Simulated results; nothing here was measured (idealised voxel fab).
A process module follows: voxel gate over fins.
Section cut is 285 nm wide and gridded with 5 nm square cells.
A cross-section is a grid of square cells, given in bands from the top down. A band is one or more rows of cells. What a band's entry tells you: where the top is and where the bottom is, as heights in nm, and after that what lies inside, material by material from left to right, each with its width in nm. Empty space is written as the word "blank", and a single material marked with the word "throughout" occupies the band from edge to edge. Height datum 0, below which the as-received substrate wafer is one material. Lowest band open at the bottom, running downward: "0 -> down". A width given as "30->40" starts at the first number in the band's top row and ends at the second number in its bottom row, shifting by an equal amount at every step from row to row. "no change" (step): cross-section cells unchanged, all of them. The entry titled "Closed internal voids" provides the empty spaces that have no open way to the top, restricted to those of 8 cells or more. Each is presented as width x height at distance, the distance being measured from the left edge, with all three in nm. after a step's settings: what the simulator itself notes on the step. A step's line can hold "overlay nm"; with a mask on that step, the setting says how far right of the planned place the mask lay, while a negative setting says it lay to the left.

[This section lists the process steps that were planned]
1,RECEIVE,material Si
2,CONFORMAL_DEP,material SiN,thk nm 5
3,MASKED_ETCH,tone cover,mask id FINS,width nm 15,pitch nm 55,etch materials SiN,depth nm 5,overlay nm 0
4,MASKED_ETCH,tone cover,mask id FINS,width nm 15,pitch nm 55,etch materials Si,depth nm 40,overlay nm 0
5,OXIDIZE,depth nm 5
6,FILL_DEP,material SiO2,thk nm 15
7,CMP,height nm 5
8,MASKED_ETCH,tone open,mask id RAIL,width nm 15,etch materials SiO2,depth nm 40,overlay nm 0
9,CONFORMAL_DEP,material TiN,thk nm 5
10,FILL_DEP,material W,thk nm 5
11,CMP,height nm 5
12,SELECTIVE_ETCH,etch materials W Ru TiN,depth nm 25
13,FILL_DEP,material SiO2,thk nm 5
14,CMP,height nm 5
15,SELECTIVE_ETCH,etch materials SiO2,depth nm 20
16,STRIP,etch materials SiN
17,CONFORMAL_DEP,material HfO2,thk nm 5
18,CONFORMAL_DEP,material TiN,thk nm 5
19,FILL_DEP,material W,thk nm 15
20,CMP,height nm 20
21,CONFORMAL_DEP,material SiCN,thk nm 5

[First of two wafers, with the run carried out as planned]

[As-received state of the wafer in cross-section, equivalent to post-step 1]
	0 -> down | Si throughout
	Closed internal voids: none

[Once step 2 is through, the wafer looks like this in cross-section]
	5 -> 0 | SiN throughout
	Below a height of 0, the structure has not been altered.

[Once step 3 is through, the wafer looks like this in cross-section]
	5 -> 0 | 50 nm blank; 15 nm SiN; 40 nm blank; 15 nm SiN; 40 nm blank; 15 nm SiN; 40 nm blank; 15 nm SiN; 55 nm blank
	Below a height of 0, the structure has not been altered.

[Once step 4 is through, the wafer looks like this in cross-section]
	5 -> 0 | 50 nm blank; 15 nm SiN; 40 nm blank; 15 nm SiN; 40 nm blank; 15 nm SiN; 40 nm blank; 15 nm SiN; 55 nm blank
	0 -> -40 | 50 nm blank; 15 nm Si; 40 nm blank; 15 nm Si; 40 nm blank; 15 nm Si; 40 nm blank; 15 nm Si; 55 nm blank
	Below a height of -40, the structure has not been altered.

[Once step 5 is through, the wafer looks like this in cross-section]
	5 -> 0 | 50 nm blank; 15 nm SiN; 40 nm blank; 15 nm SiN; 40 nm blank; 15 nm SiN; 40 nm blank; 15 nm SiN; 55 nm blank
	0 -> -40 | 50 nm blank; 5 nm SiO2; 5 nm Si; 5 nm SiO2; 40 nm blank; 5 nm SiO2; 5 nm Si; 5 nm SiO2; 40 nm blank; 5 nm SiO2; 5 nm Si; 5 nm SiO2; 40 nm blank; 5 nm SiO2; 5 nm Si; 5 nm SiO2; 55 nm blank
	-40 -> -45 | 55 nm SiO2; 5 nm Si; 50 nm SiO2; 5 nm Si; 50 nm SiO2; 5 nm Si; 50 nm SiO2; 5 nm Si; 60 nm SiO2
	Below a height of -45, the structure has not been altered.

[Once step 6 is through, the wafer looks like this in cross-section]
	20 -> 5 | SiO2 throughout
	5 -> 0 | 50 nm SiO2; 15 nm SiN; 40 nm SiO2; 15 nm SiN; 40 nm SiO2; 15 nm SiN; 40 nm SiO2; 15 nm SiN; 55 nm SiO2
	0 -> -45 | 55 nm SiO2; 5 nm Si; 50 nm SiO2; 5 nm Si; 50 nm SiO2; 5 nm Si; 50 nm SiO2; 5 nm Si; 60 nm SiO2
	Below a height of -45, the structure has not been altered.

[Once step 7 is through, the wafer looks like this in cross-section]
	5 -> 0 | 50 nm SiO2; 15 nm SiN; 40 nm SiO2; 15 nm SiN; 40 nm SiO2; 15 nm SiN; 40 nm SiO2; 15 nm SiN; 55 nm SiO2
	Below a height of 0, the structure has not been altered.

[Once step 8 is through, the wafer looks like this in cross-section]
	5 -> 0 | 50 nm SiO2; 15 nm SiN; 10 nm SiO2; 15 nm blank; 15 nm SiO2; 15 nm SiN; 40 nm SiO2; 15 nm SiN; 40 nm SiO2; 15 nm SiN; 55 nm SiO2
	0 -> -35 | 55 nm SiO2; 5 nm Si; 15 nm SiO2; 15 nm blank; 20 nm SiO2; 5 nm Si; 50 nm SiO2; 5 nm Si; 50 nm SiO2; 5 nm Si; 60 nm SiO2
	Below a height of -35, the structure has not been altered.

[Once step 9 is through, the wafer looks like this in cross-section]
	10 -> 5 | 80 nm TiN; 5 nm blank; 200 nm TiN
	5 -> 0 | 50 nm SiO2; 15 nm SiN; 10 nm SiO2; 5 nm TiN; 5 nm blank; 5 nm TiN; 15 nm SiO2; 15 nm SiN; 40 nm SiO2; 15 nm SiN; 40 nm SiO2; 15 nm SiN; 55 nm SiO2
	0 -> -30 | 55 nm SiO2; 5 nm Si; 15 nm SiO2; 5 nm TiN; 5 nm blank; 5 nm TiN; 20 nm SiO2; 5 nm Si; 50 nm SiO2; 5 nm Si; 50 nm SiO2; 5 nm Si; 60 nm SiO2
	-30 -> -35 | 55 nm SiO2; 5 nm Si; 15 nm SiO2; 15 nm TiN; 20 nm SiO2; 5 nm Si; 50 nm SiO2; 5 nm Si; 50 nm SiO2; 5 nm Si; 60 nm SiO2
	Below a height of -35, the structure has not been altered.

[Once step 10 is through, the wafer looks like this in cross-section]
	15 -> 10 | W throughout
	10 -> 5 | 80 nm TiN; 5 nm W; 200 nm TiN
	5 -> 0 | 50 nm SiO2; 15 nm SiN; 10 nm SiO2; 5 nm TiN; 5 nm W; 5 nm TiN; 15 nm SiO2; 15 nm SiN; 40 nm SiO2; 15 nm SiN; 40 nm SiO2; 15 nm SiN; 55 nm SiO2
	0 -> -30 | 55 nm SiO2; 5 nm Si; 15 nm SiO2; 5 nm TiN; 5 nm W; 5 nm TiN; 20 nm SiO2; 5 nm Si; 50 nm SiO2; 5 nm Si; 50 nm SiO2; 5 nm Si; 60 nm SiO2
	Below a height of -30, the structure has not been altered.

[Once step 11 is through, the wafer looks like this in cross-section]
	5 -> 0 | 50 nm SiO2; 15 nm SiN; 10 nm SiO2; 5 nm TiN; 5 nm W; 5 nm TiN; 15 nm SiO2; 15 nm SiN; 40 nm SiO2; 15 nm SiN; 40 nm SiO2; 15 nm SiN; 55 nm SiO2
	Below a height of 0, the structure has not been altered.

[Once step 12 is through, the wafer looks like this in cross-section]
	5 -> 0 | 50 nm SiO2; 15 nm SiN; 10 nm SiO2; 15 nm blank; 15 nm SiO2; 15 nm SiN; 40 nm SiO2; 15 nm SiN; 40 nm SiO2; 15 nm SiN; 55 nm SiO2
	0 -> -20 | 55 nm SiO2; 5 nm Si; 15 nm SiO2; 15 nm blank; 20 nm SiO2; 5 nm Si; 50 nm SiO2; 5 nm Si; 50 nm SiO2; 5 nm Si; 60 nm SiO2
	Below a height of -20, the structure has not been altered.

[Once step 13 is through, the wafer looks like this in cross-section]
	10 -> 5 | SiO2 throughout
	5 -> 0 | 50 nm SiO2; 15 nm SiN; 40 nm SiO2; 15 nm SiN; 40 nm SiO2; 15 nm SiN; 40 nm SiO2; 15 nm SiN; 55 nm SiO2
	0 -> -20 | 55 nm SiO2; 5 nm Si; 50 nm SiO2; 5 nm Si; 50 nm SiO2; 5 nm Si; 50 nm SiO2; 5 nm Si; 60 nm SiO2
	Below a height of -20, the structure has not been altered.

[Once step 14 is through, the wafer looks like this in cross-section]
	5 -> 0 | 50 nm SiO2; 15 nm SiN; 40 nm SiO2; 15 nm SiN; 40 nm SiO2; 15 nm SiN; 40 nm SiO2; 15 nm SiN; 55 nm SiO2
	Below a height of 0, the structure has not been altered.

[Once step 15 is through, the wafer looks like this in cross-section]
	5 -> 0 | 50 nm blank; 15 nm SiN; 40 nm blank; 15 nm SiN; 40 nm blank; 15 nm SiN; 40 nm blank; 15 nm SiN; 55 nm blank
	0 -> -15 | 55 nm blank; 5 nm Si; 50 nm blank; 5 nm Si; 50 nm blank; 5 nm Si; 50 nm blank; 5 nm Si; 60 nm blank
	Below a height of -15, the structure has not been altered.

[Once step 16 is through, the wafer looks like this in cross-section]
	0 -> -15 | 55 nm blank; 5 nm Si; 50 nm blank; 5 nm Si; 50 nm blank; 5 nm Si; 50 nm blank; 5 nm Si; 60 nm blank
	Below a height of -15, the structure has not been altered.

[Once step 17 is through, the wafer looks like this in cross-section]
	5 -> 0 | 50 nm blank; 15 nm HfO2; 40 nm blank; 15 nm HfO2; 40 nm blank; 15 nm HfO2; 40 nm blank; 15 nm HfO2; 55 nm blank
	0 -> -10 | 50 nm blank; 5 nm HfO2; 5 nm Si; 5 nm HfO2; 40 nm blank; 5 nm HfO2; 5 nm Si; 5 nm HfO2; 40 nm blank; 5 nm HfO2; 5 nm Si; 5 nm HfO2; 40 nm blank; 5 nm HfO2; 5 nm Si; 5 nm HfO2; 55 nm blank
	-10 -> -15 | 55 nm HfO2; 5 nm Si; 50 nm HfO2; 5 nm Si; 50 nm HfO2; 5 nm Si; 50 nm HfO2; 5 nm Si; 60 nm HfO2
	Below a height of -15, the structure has not been altered.

[Once step 18 is through, the wafer looks like this in cross-section]
	10 -> 5 | 45 nm blank; 25 nm TiN; 30 nm blank; 25 nm TiN; 30 nm blank; 25 nm TiN; 30 nm blank; 25 nm TiN; 50 nm blank
	5 -> 0 | 45 nm blank; 5 nm TiN; 15 nm HfO2; 5 nm TiN; 30 nm blank; 5 nm TiN; 15 nm HfO2; 5 nm TiN; 30 nm blank; 5 nm TiN; 15 nm HfO2; 5 nm TiN; 30 nm blank; 5 nm TiN; 15 nm HfO2; 5 nm TiN; 50 nm blank
	0 -> -5 | 45 nm blank; 5 nm TiN; 5 nm HfO2; 5 nm Si; 5 nm HfO2; 5 nm TiN; 30 nm blank; 5 nm TiN; 5 nm HfO2; 5 nm Si; 5 nm HfO2; 5 nm TiN; 30 nm blank; 5 nm TiN; 5 nm HfO2; 5 nm Si; 5 nm HfO2; 5 nm TiN; 30 nm blank; 5 nm TiN; 5 nm HfO2; 5 nm Si; 5 nm HfO2; 5 nm TiN; 50 nm blank
	-5 -> -10 | 50 nm TiN; 5 nm HfO2; 5 nm Si; 5 nm HfO2; 40 nm TiN; 5 nm HfO2; 5 nm Si; 5 nm HfO2; 40 nm TiN; 5 nm HfO2; 5 nm Si; 5 nm HfO2; 40 nm TiN; 5 nm HfO2; 5 nm Si; 5 nm HfO2; 55 nm TiN
	Below a height of -10, the structure has not been altered.

[Once step 19 is through, the wafer looks like this in cross-section]
	25 -> 10 | W throughout
	10 -> 5 | 45 nm W; 25 nm TiN; 30 nm W; 25 nm TiN; 30 nm W; 25 nm TiN; 30 nm W; 25 nm TiN; 50 nm W
	5 -> 0 | 45 nm W; 5 nm TiN; 15 nm HfO2; 5 nm TiN; 30 nm W; 5 nm TiN; 15 nm HfO2; 5 nm TiN; 30 nm W; 5 nm TiN; 15 nm HfO2; 5 nm TiN; 30 nm W; 5 nm TiN; 15 nm HfO2; 5 nm TiN; 50 nm W
	0 -> -5 | 45 nm W; 5 nm TiN; 5 nm HfO2; 5 nm Si; 5 nm HfO2; 5 nm TiN; 30 nm W; 5 nm TiN; 5 nm HfO2; 5 nm Si; 5 nm HfO2; 5 nm TiN; 30 nm W; 5 nm TiN; 5 nm HfO2; 5 nm Si; 5 nm HfO2; 5 nm TiN; 30 nm W; 5 nm TiN; 5 nm HfO2; 5 nm Si; 5 nm HfO2; 5 nm TiN; 50 nm W
	Below a height of -5, the structure has not been altered.

[Once step 20 is through, the wafer looks like this in cross-section]
	20 -> 10 | W throughout
	Below a height of 10, the structure has not been altered.

[Once step 21 is through, the wafer looks like this in cross-section]
	25 -> 20 | SiCN throughout
	Below a height of 20, the structure has not been altered.

[Second wafer. Start and plan as for the first. One mistake made in running. Agrees with the first up to and including step 17]

[Second wafer, cut view, end of step 18 per plan]
	10 -> 5 | 45 nm blank; 25 nm SiN; 30 nm blank; 25 nm SiN; 30 nm blank; 25 nm SiN; 30 nm blank; 25 nm SiN; 50 nm blank
	5 -> 0 | 45 nm blank; 5 nm SiN; 15 nm HfO2; 5 nm SiN; 30 nm blank; 5 nm SiN; 15 nm HfO2; 5 nm SiN; 30 nm blank; 5 nm SiN; 15 nm HfO2; 5 nm SiN; 30 nm blank; 5 nm SiN; 15 nm HfO2; 5 nm SiN; 50 nm blank
	0 -> -5 | 45 nm blank; 5 nm SiN; 5 nm HfO2; 5 nm Si; 5 nm HfO2; 5 nm SiN; 30 nm blank; 5 nm SiN; 5 nm HfO2; 5 nm Si; 5 nm HfO2; 5 nm SiN; 30 nm blank; 5 nm SiN; 5 nm HfO2; 5 nm Si; 5 nm HfO2; 5 nm SiN; 30 nm blank; 5 nm SiN; 5 nm HfO2; 5 nm Si; 5 nm HfO2; 5 nm SiN; 50 nm blank
	-5 -> -10 | 50 nm SiN; 5 nm HfO2; 5 nm Si; 5 nm HfO2; 40 nm SiN; 5 nm HfO2; 5 nm Si; 5 nm HfO2; 40 nm SiN; 5 nm HfO2; 5 nm Si; 5 nm HfO2; 40 nm SiN; 5 nm HfO2; 5 nm Si; 5 nm HfO2; 55 nm SiN
	Below a height of -10, the structure has not been altered.

[Second wafer, cut view, end of step 19 per plan]
	25 -> 10 | W throughout
	10 -> 5 | 45 nm W; 25 nm SiN; 30 nm W; 25 nm SiN; 30 nm W; 25 nm SiN; 30 nm W; 25 nm SiN; 50 nm W
	5 -> 0 | 45 nm W; 5 nm SiN; 15 nm HfO2; 5 nm SiN; 30 nm W; 5 nm SiN; 15 nm HfO2; 5 nm SiN; 30 nm W; 5 nm SiN; 15 nm HfO2; 5 nm SiN; 30 nm W; 5 nm SiN; 15 nm HfO2; 5 nm SiN; 50 nm W
	0 -> -5 | 45 nm W; 5 nm SiN; 5 nm HfO2; 5 nm Si; 5 nm HfO2; 5 nm SiN; 30 nm W; 5 nm SiN; 5 nm HfO2; 5 nm Si; 5 nm HfO2; 5 nm SiN; 30 nm W; 5 nm SiN; 5 nm HfO2; 5 nm Si; 5 nm HfO2; 5 nm SiN; 30 nm W; 5 nm SiN; 5 nm HfO2; 5 nm Si; 5 nm HfO2; 5 nm SiN; 50 nm W
	Below a height of -5, the structure has not been altered.

[Second wafer, cut view, end of step 20 per plan]
	20 -> 10 | W throughout
	Below a height of 10, the structure has not been altered.

[Second wafer, cut view, end of step 21 per plan]
	25 -> 20 | SiCN throughout
	Below a height of 20, the structure has not been altered.
What broke from the plan during processing? for step 18, the planned setting was not used; the step was instead run as CONFORMAL_DEP,material SiN,thk nm 5
at the end the second wafer has, in cells: SiN +81; TiN -81
